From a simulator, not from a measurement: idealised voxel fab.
Process module, titled voxel ribs on slabs
This is section cut - it's 225 nm across, gridded in 5 nm square cells.
We lay out every cross-section as a grid of square cells and spell it out in bands from the top down, where one band means one or more rows of cells. Heights first: top, then bottom, in nm. Then materials, left to right, each with a width in nm. "full width" on a single material: fills the band edge to edge. "air": empty space. Counting heights begins at 0, where everything beneath is, in the wafer as received, one material. The lowest band has no bottom; it goes on downwards, as "0 nm and below" shows. Width spec "30->40" -> top row of cells at first value, bottom row at second value, equal per-row change in between. Step marked "identical to before"? Then no cell in the cross-section changed in it. Entry "Sealed voids". Content: empty spaces with no open connection to the top, size 8 cells or greater. Each: width x height at distance. Distance: from left edge. Unit: nm. It should be noted that, on the line of a given step, the content following the step's settings is a remark produced by the simulator itself with respect to that step. The optional step-line setting "overlay nm" applies to steps with a mask and quantifies how far to the right of its planned location the mask lay, a negative value indicating leftward placement.
**The following list gives the planned process steps**
1. op RECEIVE | material Si
2. op DIRECTIONAL_DEP | material SiO2 | thk nm 25
3. op DIRECTIONAL_DEP | material polySi | thk nm 20
4. op PATTERN | tone cover | mask id RIB | material resist | width nm 15 | thk nm 20 | overlay nm 0
5. op DIRECTIONAL_ETCH | etch materials polySi | depth nm 15
6. op STRIP | etch materials resist
7. op MASKED_ETCH | tone cover | mask id SLAB | width nm 65 | etch materials polySi | depth nm 5 | overlay nm 0
8. op FILL_DEP | material SiO2 | thk nm 20
9. op CMP | height nm 55
10. op DIRECTIONAL_DEP | material W | thk nm 10
11. op PATTERN | tone cover | mask id HEATER | material resist | width nm 25 | thk nm 15 | overlay nm 0
12. op DIRECTIONAL_ETCH | etch materials W | depth nm 10
13. op STRIP | etch materials resist
14. op CONFORMAL_DEP | material SiN | thk nm 10
**Received-state cross-section, reflecting completion of step 1**
    0 nm and below  Si full width
    Sealed voids: none
**First of two wafers, end-of-module section, run followed plan**
    75 nm to 65 nm  air=90; SiN=45; air=90
    65 nm to 55 nm  SiN=100; W=25; SiN=100
    55 nm to 45 nm  SiO2 full width
    45 nm to 30 nm  SiO2=105; polySi=15; SiO2=105
    30 nm to 25 nm  SiO2=80; polySi=65; SiO2=80
    25 nm to 0 nm  SiO2 full width
    0 nm and below  Si full width
    Sealed voids: none
**Cross-section, second wafer: same start as the first, same plan as the first, one mistake in running it; taken at the end of the module**
    75 nm to 65 nm  air=90; SiN=45; air=90
    65 nm to 55 nm  SiN=100; W=25; SiN=100
    55 nm to 45 nm  SiO2 full width
    45 nm to 40 nm  SiO2=80; polySi=25; SiO2=15; polySi=25; SiO2=80
    40 nm to 30 nm  polySi=105; SiO2=15; polySi=105
    30 nm to 25 nm  polySi full width
    25 nm to 0 nm  SiO2 full width
    0 nm and below  Si full width
    Sealed voids: none
What was the processing mistake? the process deviated at step 4: the operation and settings actually run there were op PATTERN | tone open | mask id RIB | material resist | width nm 15 | thk nm 20 | overlay nm 0
Final tally in cells, some materials are higher or lower on the second wafer than on the first: -117 SiO2, +117 polySi
